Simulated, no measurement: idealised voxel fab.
process module | voxel capacitor over wiring
cross-section cut | 265 nm wide | cells 5 nm
A cross-section is a grid of square cells, given in bands from the top down. A band is one or more rows of cells.
Each band's line starts with the height of the band's top and of its bottom, in nm. Then come its materials from left to right, each with its width in nm. One material with "throughout" fills the band from edge to edge. "air" is empty space.
Height 0 is the level under which the wafer as received is all one material. The lowest band goes on downwards, as in "0 down".
A width such as "30 to 40" changes by the same amount from each row of cells to the next, from the band's top row to its bottom row.
"no change" after a step means that no cell of the cross-section changed.
closed voids: empty space of 8 cells or more with no open way to the top, each as width x height at its distance from the left edge, in nm
after a step's settings: what the simulator itself notes on the step
overlay nm, on a step with a mask: how far to the right of its planned place the mask lay; to the left if negative
plan
1 op RECEIVE | material Si
2 op CONFORMAL_DEP | material SiO2 | thk nm 10
3 op DIRECTIONAL_DEP | material TiN | thk nm 5
4 op DIRECTIONAL_DEP | material Ru | thk nm 15
5 op PATTERN | tone cover | mask id METAL_1 | material resist | width nm 30 | pitch nm 100 | thk nm 15 | overlay nm 0
6 op DIRECTIONAL_ETCH | etch materials Ru | depth nm 15
7 op DIRECTIONAL_ETCH | etch materials TiN | depth nm 5
8 op STRIP | etch materials resist
9 op FILL_DEP | material SiO2 | thk nm 10
10 op CMP | height nm 30
11 op CONFORMAL_DEP | material SiCN | thk nm 5
12 op DIRECTIONAL_DEP | material SiO2 | thk nm 20
13 op PATTERN | tone open | mask id PLUG_1 | material resist | width nm 15 | thk nm 20 | overlay nm 0
14 op DIRECTIONAL_ETCH | etch materials SiO2 | depth nm 20
15 op DIRECTIONAL_ETCH | etch materials SiCN | depth nm 5
16 op STRIP | etch materials resist
17 op CONFORMAL_DEP | material TiN | thk nm 5
18 op FILL_DEP | material W | thk nm 5
19 op CMP | height nm 55
20 op DIRECTIONAL_DEP | material TiN | thk nm 10
21 op DIRECTIONAL_DEP | material SiN | thk nm 5
22 op DIRECTIONAL_DEP | material TiN | thk nm 5
23 op DIRECTIONAL_DEP | material aC | thk nm 10
24 op PATTERN | tone cover | mask id UPPER_PLATE | material resist | width nm 75 | thk nm 30 | overlay nm 0
25 op DIRECTIONAL_ETCH | etch materials aC | depth nm 10
26 op STRIP | etch materials resist
27 op DIRECTIONAL_ETCH | etch materials TiN | depth nm 5
28 op DIRECTIONAL_ETCH | etch materials SiN | depth nm 5
29 op STRIP | etch materials aC
30 op DIRECTIONAL_DEP | material aC | thk nm 15
31 op PATTERN | tone cover | mask id LOWER_PLATE | material resist | width nm 85 | thk nm 30 | overlay nm 0
32 op DIRECTIONAL_ETCH | etch materials aC | depth nm 15
33 op STRIP | etch materials resist
34 op DIRECTIONAL_ETCH | etch materials TiN | depth nm 10
35 op STRIP | etch materials aC
36 op FILL_DEP | material SiO2 | thk nm 15
37 op CMP | height nm 85
38 op DIRECTIONAL_DEP | material aC | thk nm 15
39 op PATTERN | tone open | mask id PLUG_2 | material resist | width nm 15 | thk nm 30 | overlay nm 0
40 op DIRECTIONAL_ETCH | etch materials aC | depth nm 15
41 op STRIP | etch materials resist
42 op DIRECTIONAL_ETCH | etch materials SiO2 | depth nm 10
43 op STRIP | etch materials aC
44 op CONFORMAL_DEP | material TiN | thk nm 5
45 op FILL_DEP | material Cu | thk nm 5
46 op CMP | height nm 85
47 op CONFORMAL_DEP | material SiN | thk nm 5
as received, after step 1
  0 down: Si throughout
  closed voids: none
a wafer at the end: this start, this plan, one mistake
  90 to 85: SiN throughout
  85 to 80: SiO2 90 | TiN 5 | Cu 5 | TiN 5 | SiO2 160
  80 to 70: SiO2 90 to 80 | TiN 15 to 75 | SiO2 160 to 110
  70 to 65: SiO2 80 | SiN 75 | SiO2 110
  65 to 55: SiO2 75 | TiN 85 | SiO2 105
  55 to 35: SiO2 80 | TiN 5 | W 5 | TiN 5 | SiO2 170
  35 to 30: SiCN 80 | TiN 15 | SiCN 170
  30 to 15: SiO2 60 | Ru 40 | SiO2 60 | Ru 40 | SiO2 65
  15 to 10: SiO2 60 | TiN 40 | SiO2 60 | TiN 40 | SiO2 65
  10 to 0: SiO2 throughout
  0 down: Si throughout
  closed voids: none
what went wrong: step 5 ran as: op PATTERN | tone cover | mask id METAL_1 | material resist | width nm 40 | pitch nm 100 | thk nm 15 | overlay nm 0
